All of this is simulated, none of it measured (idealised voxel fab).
process module | voxel wiring stack
cross-section cut | 210 nm wide | cells 5 nm
A cross-section is a grid of square cells, given in bands from the top down. A band is one or more rows of cells.
Each band's line starts with the height of the band's top and of its bottom, in nm. Then come its materials from left to right, each with its width in nm. One material with "throughout" fills the band from edge to edge. "air" is empty space.
Height 0 is the level under which the wafer as received is all one material. The lowest band goes on downwards, as in "0 down".
A width such as "30 to 40" changes by the same amount from each row of cells to the next, from the band's top row to its bottom row.
"no change" after a step means that no cell of the cross-section changed.
closed voids: empty space of 8 cells or more with no open way to the top, each as width x height at its distance from the left edge, in nm
after a step's settings: what the simulator itself notes on the step
overlay nm, on a step with a mask: how far to the right of its planned place the mask lay; to the left if negative
plan
1 op RECEIVE | material Si
2 op CONFORMAL_DEP | material SiO2 | thk nm 15
3 op DIRECTIONAL_DEP | material TiN | thk nm 5
4 op DIRECTIONAL_DEP | material W | thk nm 20
5 op DIRECTIONAL_DEP | material aC | thk nm 10
6 op PATTERN | tone cover | mask id METAL_1 | material resist | width nm 20 | pitch nm 40 | thk nm 25 | overlay nm 0
7 op DIRECTIONAL_ETCH | etch materials aC | depth nm 10
8 op STRIP | etch materials resist
9 op DIRECTIONAL_ETCH | etch materials W | depth nm 20
10 op DIRECTIONAL_ETCH | etch materials TiN | depth nm 5
11 op STRIP | etch materials aC
12 op CONFORMAL_DEP | material SiN | thk nm 5
13 op FILL_DEP | material lowk | thk nm 10
14 op CMP | height nm 40
15 op CONFORMAL_DEP | material SiCN | thk nm 5
16 op DIRECTIONAL_DEP | material lowk | thk nm 25
17 op PATTERN | tone open | mask id METAL_2 | material resist | width nm 20 | pitch nm 40 | thk nm 15 | overlay nm 0
18 op DIRECTIONAL_ETCH | etch materials lowk | depth nm 15
19 op STRIP | etch materials resist
20 op DIRECTIONAL_DEP | material aC | thk nm 15
21 op PATTERN | tone open | mask id METAL_2_HOLES | material resist | width nm 15 | pitch nm 80 | thk nm 30 | overlay nm 0
22 op DIRECTIONAL_ETCH | etch materials aC | depth nm 15
23 op STRIP | etch materials resist
24 op DIRECTIONAL_ETCH | etch materials lowk | depth nm 10
25 op DIRECTIONAL_ETCH | etch materials SiCN | depth nm 5
26 op STRIP | etch materials aC
27 op CONFORMAL_DEP | material TiN | thk nm 5
28 op FILL_DEP | material Cu | thk nm 10
29 op CMP | height nm 70
30 op CONFORMAL_DEP | material SiCN | thk nm 5
31 op DIRECTIONAL_DEP | material lowk | thk nm 10
32 op MASKED_ETCH | tone open | mask id PLUG_2 | width nm 15 | pitch nm 80 | etch materials lowk | depth nm 10 | overlay nm 0
33 op MASKED_ETCH | tone open | mask id PLUG_2 | width nm 15 | pitch nm 80 | etch materials SiCN | depth nm 5 | overlay nm 0
34 op CONFORMAL_DEP | material TiN | thk nm 5
35 op FILL_DEP | material Cu | thk nm 10
36 op CMP | height nm 85
37 op CONFORMAL_DEP | material SiN | thk nm 5
38 op DIRECTIONAL_DEP | material SiO2 | thk nm 20
39 op MASKED_ETCH | tone open | mask id METAL_3 | width nm 20 | pitch nm 40 | etch materials SiO2 | depth nm 20 | overlay nm 0
40 op MASKED_ETCH | tone open | mask id METAL_3 | width nm 20 | pitch nm 40 | etch materials SiN | depth nm 5 | overlay nm 0
41 op CONFORMAL_DEP | material TiN | thk nm 5
42 op FILL_DEP | material Cu | thk nm 10
43 op CMP | height nm 110
44 op CONFORMAL_DEP | material SiCN | thk nm 5
45 op DIRECTIONAL_DEP | material lowk | thk nm 35
46 op PATTERN | tone open | mask id METAL_4_HOLES | material resist | width nm 15 | pitch nm 40 | thk nm 20 | overlay nm 0
47 op DIRECTIONAL_ETCH | etch materials lowk | depth nm 35
48 op STRIP | etch materials resist
49 op DIRECTIONAL_DEP | material aC | thk nm 10
50 op PATTERN | tone open | mask id METAL_4 | material resist | width nm 20 | pitch nm 40 | thk nm 25 | overlay nm 0
51 op DIRECTIONAL_ETCH | etch materials aC | depth nm 10
52 op STRIP | etch materials resist
53 op DIRECTIONAL_ETCH | etch materials lowk | depth nm 20
54 op DIRECTIONAL_ETCH | etch materials SiCN | depth nm 5
55 op STRIP | etch materials aC
56 op CONFORMAL_DEP | material TiN | thk nm 5
57 op FILL_DEP | material Ru | thk nm 10
58 op CMP | height nm 150
59 op CONFORMAL_DEP | material SiN | thk nm 5
as received, after step 1
  0 down: Si throughout
  closed voids: none
a wafer at the end: this start, this plan, one mistake
  155 to 150: SiN throughout
  150 to 135: lowk 55 | TiN 5 | Ru 10 | TiN 5 | lowk 20 | TiN 5 | Ru 10 | TiN 5 | lowk 20 | TiN 5 | Ru 10 | TiN 5 | lowk 55
  135 to 130: lowk 55 | TiN 10 | Ru 5 | TiN 5 | lowk 20 | TiN 10 | Ru 5 | TiN 5 | lowk 20 | TiN 10 | Ru 5 | TiN 5 | lowk 55
  130 to 115: lowk 60 | TiN 5 | Ru 5 | TiN 5 | lowk 25 | TiN 5 | Ru 5 | TiN 5 | lowk 25 | TiN 5 | Ru 5 | TiN 5 | lowk 55
  115 to 110: SiCN 60 | TiN 15 | SiCN 25 | TiN 15 | SiCN 25 | TiN 15 | SiCN 55
  110 to 90: SiO2 55 | TiN 5 | Cu 10 | TiN 5 | SiO2 20 | TiN 5 | Cu 10 | TiN 5 | SiO2 20 | TiN 5 | Cu 10 | TiN 5 | SiO2 55
  90 to 85: SiN 55 | TiN 20 | SiN 20 | TiN 20 | SiN 20 | TiN 20 | SiN 55
  85 to 75: lowk 55 | TiN 5 | Cu 5 | TiN 5 | lowk 65 | TiN 5 | Cu 5 | TiN 5 | lowk 60
  75 to 70: SiCN 55 | TiN 15 | SiCN 65 | TiN 15 | SiCN 60
  70 to 60: lowk 55 | TiN 5 | Cu 10 | TiN 5 | lowk 20 | TiN 5 | Cu 10 | TiN 5 | lowk 20 | TiN 5 | Cu 10 | TiN 5 | lowk 55
  60 to 55: lowk 55 | TiN 5 | Cu 5 | TiN 10 | lowk 20 | TiN 20 | lowk 20 | TiN 5 | Cu 5 | TiN 10 | lowk 55
  55 to 45: lowk 55 | TiN 5 | Cu 5 | TiN 5 | lowk 65 | TiN 5 | Cu 5 | TiN 5 | lowk 60
  45 to 40: SiCN 55 | TiN 15 | SiCN 65 | TiN 15 | SiCN 60
  40 to 20: lowk 50 | SiN 5 | W 20 | SiN 5 | lowk 10 | SiN 5 | W 20 | SiN 5 | lowk 10 | SiN 5 | W 20 | SiN 5 | lowk 50
  20 to 15: SiN 55 | TiN 20 | SiN 20 | TiN 20 | SiN 20 | TiN 20 | SiN 55
  15 to 0: SiO2 throughout
  0 down: Si throughout
  closed voids: none
what went wrong: step 46 ran as: op PATTERN | tone open | mask id METAL_4_HOLES | material resist | width nm 15 | pitch nm 40 | thk nm 20 | overlay nm 5
